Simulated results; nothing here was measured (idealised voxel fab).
The process module that follows is named voxel self aligned contacts.
FYI the section here is cut, 275 nm wide, cells are 5 nm squares.
If you're reading a cross-section in this doc, picture square cells in a grid; it comes to you as bands, top ones listed first down to the bottom, and a band can be one or more rows of cells. Each band's line starts with the height of the band's top and of its bottom, in nm. Then come its materials from left to right, each with its width in nm. One material with "everywhere" fills the band from edge to edge. "blank" is empty space. For the purposes of this specification, 0 denotes the height below which the wafer in its as-received condition is composed wholly of one material, and the lowermost band, lacking a lower limit, extends downward without end, as expressed in "0 nm and below". Per-row width for "30->40": begins at first number (top row of band), ends at second number (bottom row), increment between rows held constant. Take "no modification" at face value: in the step it is given for, the cross-section changed in none of its cells. "Encapsulated voids" - sealed voids, min. 8 cells, no opening to top; format: width x height at distance (distance from left edge; nm throughout). What comes after the settings on a step's line is commentary from the simulator itself on that step. overlay nm: how far to the right of its planned place the mask lay on this masked step (negative: to the left).

The process steps that were planned are listed below
1) RECEIVE: material Si
2) OXIDIZE: depth nm 5
3) DIRECTIONAL_DEP: material polySi, thk nm 25
4) DIRECTIONAL_DEP: material SiN, thk nm 15
5) DIRECTIONAL_DEP: material aC, thk nm 10
6) PATTERN: tone cover, mask id GATE, material resist, width nm 35, pitch nm 65, thk nm 25, overlay nm 0
7) DIRECTIONAL_ETCH: etch materials aC, depth nm 10
8) STRIP: etch materials resist
9) DIRECTIONAL_ETCH: etch materials SiN, depth nm 15
10) DIRECTIONAL_ETCH: etch materials polySi, depth nm 25
11) STRIP: etch materials aC
12) CONFORMAL_DEP: material SiN, thk nm 5
13) DIRECTIONAL_ETCH: etch materials SiN, depth nm 5
14) FILL_DEP: material SiO2, thk nm 20
15) CMP: height nm 50
16) DIRECTIONAL_DEP: material aC, thk nm 15
17) PATTERN: tone open, mask id CONTACT, material resist, width nm 50, thk nm 35, overlay nm 0
18) DIRECTIONAL_ETCH: etch materials aC, depth nm 15
19) STRIP: etch materials resist
20) DIRECTIONAL_ETCH: etch materials SiO2, depth nm 55
21) STRIP: etch materials aC
22) CONFORMAL_DEP: material TiN, thk nm 5
23) FILL_DEP: material Ru, thk nm 5
24) CMP: height nm 50
25) CONFORMAL_DEP: material SiN, thk nm 5

Cross-sectional view of the wafer in its as-received condition, corresponding to the state after step 1
0 nm and below = Si everywhere
Encapsulated voids: none

The module was run from the start shown above using the plan shown above, but one mistake was made doing it; the resulting wafer cross-section is below
55 nm to 50 nm = SiN everywhere
50 nm to 40 nm = 110 of SiO2 | 5->20 of TiN | 40->10 of Ru | 5->20 of TiN | 115 of SiO2
40 nm to 25 nm = 80 of SiO2 | 45 of SiN | 5 of TiN | 10 of Ru | 5 of TiN | 45 of SiN | 85 of SiO2
25 nm to 10 nm = 80 of SiO2 | 5 of SiN | 35 of polySi | 5 of SiN | 5 of TiN | 10 of Ru | 5 of TiN | 5 of SiN | 35 of polySi | 5 of SiN | 85 of SiO2
10 nm to 5 nm = 80 of SiO2 | 5 of SiN | 35 of polySi | 5 of SiN | 20 of TiN | 5 of SiN | 35 of polySi | 5 of SiN | 85 of SiO2
5 nm to 0 nm = 85 of SiN | 35 of polySi | 30 of SiN | 35 of polySi | 90 of SiN
0 nm to -5 nm = SiO2 everywhere
-5 nm and below = Si everywhere
Encapsulated voids: none
Diagnosis: steps 12 and 13 swapped
